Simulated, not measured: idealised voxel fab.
Process module heading - voxel wiring stack
cross-section cut | 275 nm wide | cells 5 nm
We lay out every cross-section as a grid of square cells and spell it out in bands from the top down, where one band means one or more rows of cells.
Within each band entry, the heights of the top and of the bottom of the band appear first, in that order and in nm; the materials of the band then follow from left to right, each with its corresponding width in nm. The designation "throughout" on a single material indicates that it fills the band from edge to edge; the designation "blank" indicates empty space.
Counting heights begins at 0, where everything beneath is, in the wafer as received, one material. The lowest band has no bottom; it goes on downwards, as "0 -> down" shows.
A width such as "30..40" changes by the same amount from each row of cells to the next, from the band's top row to its bottom row.
No cell of the cross-section changed in a step that is given as "no modification".
Heads up: "Sealed voids" only lists the empty pockets with no open path to the top that are 8 cells or more, and it writes them as width x height at distance, distance from the left edge, in nm.
Note: text after step settings on the step line = simulator remark on that step.
Steps that use a mask can have "overlay nm" on their line. It says how far the mask sat to the right of where it was meant to be. Negative means to the left.

# Process steps (planned)
1 op RECEIVE | material Si
2 op CONFORMAL_DEP | material SiO2 | thk nm 15
3 op DIRECTIONAL_DEP | material TiN | thk nm 5
4 op DIRECTIONAL_DEP | material Ru | thk nm 25
5 op PATTERN | tone cover | mask id METAL_1 | material resist | width nm 25 | pitch nm 40 | thk nm 20 | overlay nm 0
6 op DIRECTIONAL_ETCH | etch materials Ru | depth nm 25
7 op DIRECTIONAL_ETCH | etch materials TiN | depth nm 5
8 op STRIP | etch materials resist
9 op FILL_DEP | material lowk | thk nm 10
10 op CMP | height nm 45
11 op CONFORMAL_DEP | material SiCN | thk nm 5
12 op DIRECTIONAL_DEP | material SiO2 | thk nm 30
13 op DIRECTIONAL_DEP | material aC | thk nm 10
14 op PATTERN | tone open | mask id METAL_2 | material resist | width nm 25 | pitch nm 40 | thk nm 30 | overlay nm 0
15 op DIRECTIONAL_ETCH | etch materials aC | depth nm 10
16 op STRIP | etch materials resist
17 op DIRECTIONAL_ETCH | etch materials SiO2 | depth nm 20
18 op STRIP | etch materials aC
19 op DIRECTIONAL_DEP | material aC | thk nm 15
20 op PATTERN | tone open | mask id METAL_2_HOLES | material resist | width nm 15 | pitch nm 80 | thk nm 35 | overlay nm 0
21 op DIRECTIONAL_ETCH | etch materials aC | depth nm 15
22 op STRIP | etch materials resist
23 op DIRECTIONAL_ETCH | etch materials SiO2 | depth nm 10
24 op DIRECTIONAL_ETCH | etch materials SiCN | depth nm 5
25 op STRIP | etch materials aC
26 op CONFORMAL_DEP | material TiN | thk nm 5
27 op FILL_DEP | material Cu | thk nm 10
28 op CMP | height nm 80
29 op CONFORMAL_DEP | material SiCN | thk nm 5
30 op DIRECTIONAL_DEP | material SiO2 | thk nm 30
31 op PATTERN | tone open | mask id METAL_3 | material resist | width nm 25 | pitch nm 40 | thk nm 15 | overlay nm 0
32 op DIRECTIONAL_ETCH | etch materials SiO2 | depth nm 20
33 op STRIP | etch materials resist
34 op DIRECTIONAL_DEP | material aC | thk nm 10
35 op PATTERN | tone open | mask id METAL_3_HOLES | material resist | width nm 15 | pitch nm 80 | thk nm 25 | overlay nm 0
36 op DIRECTIONAL_ETCH | etch materials aC | depth nm 10
37 op STRIP | etch materials resist
38 op DIRECTIONAL_ETCH | etch materials SiO2 | depth nm 10
39 op DIRECTIONAL_ETCH | etch materials SiCN | depth nm 5
40 op STRIP | etch materials aC
41 op CONFORMAL_DEP | material TiN | thk nm 5
42 op FILL_DEP | material Ru | thk nm 5
43 op CMP | height nm 115
44 op CONFORMAL_DEP | material SiCN | thk nm 5
45 op DIRECTIONAL_DEP | material SiO2 | thk nm 30
46 op PATTERN | tone open | mask id METAL_4_HOLES | material resist | width nm 15 | pitch nm 40 | thk nm 20 | overlay nm 0
47 op DIRECTIONAL_ETCH | etch materials SiO2 | depth nm 30
48 op STRIP | etch materials resist
49 op PATTERN | tone open | mask id METAL_4 | material resist | width nm 25 | pitch nm 40 | thk nm 20 | overlay nm 0
50 op DIRECTIONAL_ETCH | etch materials SiO2 | depth nm 20
51 op DIRECTIONAL_ETCH | etch materials SiCN | depth nm 5
52 op STRIP | etch materials resist
53 op CONFORMAL_DEP | material TiN | thk nm 5
54 op FILL_DEP | material Cu | thk nm 5
55 op CMP | height nm 150
56 op CONFORMAL_DEP | material SiCN | thk nm 5

# Received-state cross-section, reflecting completion of step 1
> 0 -> down = Si throughout
> Sealed voids: none

# Figure: cross-sectional view of the wafer upon completion of the module, processed from the initial state and according to the plan depicted above, with one error introduced during execution
> 155 -> 150 = SiCN throughout
> 150 -> 135 = SiO2 85 nm; TiN 5 nm; Cu 15 nm; TiN 5 nm; SiO2 15 nm; TiN 5 nm; Cu 15 nm; TiN 5 nm; SiO2 15 nm; TiN 5 nm; Cu 15 nm; TiN 5 nm; SiO2 85 nm
> 135 -> 130 = SiO2 85 nm; TiN 5 nm; Cu 5 nm; TiN 15 nm; SiO2 15 nm; TiN 5 nm; Cu 5 nm; TiN 15 nm; SiO2 15 nm; TiN 5 nm; Cu 5 nm; TiN 15 nm; SiO2 85 nm
> 130 -> 120 = SiO2 85 nm; TiN 5 nm; Cu 5 nm; TiN 5 nm; SiO2 25 nm; TiN 5 nm; Cu 5 nm; TiN 5 nm; SiO2 25 nm; TiN 5 nm; Cu 5 nm; TiN 5 nm; SiO2 95 nm
> 120 -> 115 = SiCN 85 nm; TiN 15 nm; SiCN 25 nm; TiN 15 nm; SiCN 25 nm; TiN 15 nm; SiCN 95 nm
> 115 -> 100 = SiO2 85 nm; TiN 5 nm; Ru 15 nm; TiN 5 nm; SiO2 15 nm; TiN 5 nm; Ru 15 nm; TiN 5 nm; SiO2 15 nm; TiN 5 nm; Ru 15 nm; TiN 5 nm; SiO2 85 nm
> 100 -> 95 = SiO2 85 nm; TiN 5 nm; Ru 5 nm; TiN 15 nm; SiO2 15 nm; TiN 25 nm; SiO2 15 nm; TiN 5 nm; Ru 5 nm; TiN 15 nm; SiO2 85 nm
> 95 -> 85 = SiO2 85 nm; TiN 5 nm; Ru 5 nm; TiN 5 nm; SiO2 65 nm; TiN 5 nm; Ru 5 nm; TiN 5 nm; SiO2 95 nm
> 85 -> 80 = SiCN 85 nm; TiN 15 nm; SiCN 65 nm; TiN 15 nm; SiCN 95 nm
> 80 -> 65 = SiO2 85 nm; TiN 5 nm; Cu 15 nm; TiN 5 nm; SiO2 15 nm; TiN 5 nm; Cu 15 nm; TiN 5 nm; SiO2 15 nm; TiN 5 nm; Cu 15 nm; TiN 5 nm; SiO2 85 nm
> 65 -> 60 = SiO2 85 nm; TiN 5 nm; Cu 5 nm; TiN 15 nm; SiO2 15 nm; TiN 25 nm; SiO2 15 nm; TiN 5 nm; Cu 5 nm; TiN 15 nm; SiO2 85 nm
> 60 -> 50 = SiO2 85 nm; TiN 5 nm; Cu 5 nm; TiN 5 nm; SiO2 65 nm; TiN 5 nm; Cu 5 nm; TiN 5 nm; SiO2 95 nm
> 50 -> 45 = SiCN 85 nm; TiN 15 nm; SiCN 65 nm; TiN 15 nm; SiCN 95 nm
> 45 -> 35 = lowk 85 nm; Ru 25 nm; lowk 15 nm; Ru 25 nm; lowk 15 nm; Ru 25 nm; lowk 85 nm
> 35 -> 30 = lowk 85 nm; TiN 25 nm; lowk 15 nm; TiN 25 nm; lowk 15 nm; TiN 25 nm; lowk 85 nm
> 30 -> 0 = SiO2 throughout
> 0 -> down = Si throughout
> Sealed voids: none
what went wrong: in the plan, step 2 was performed twice
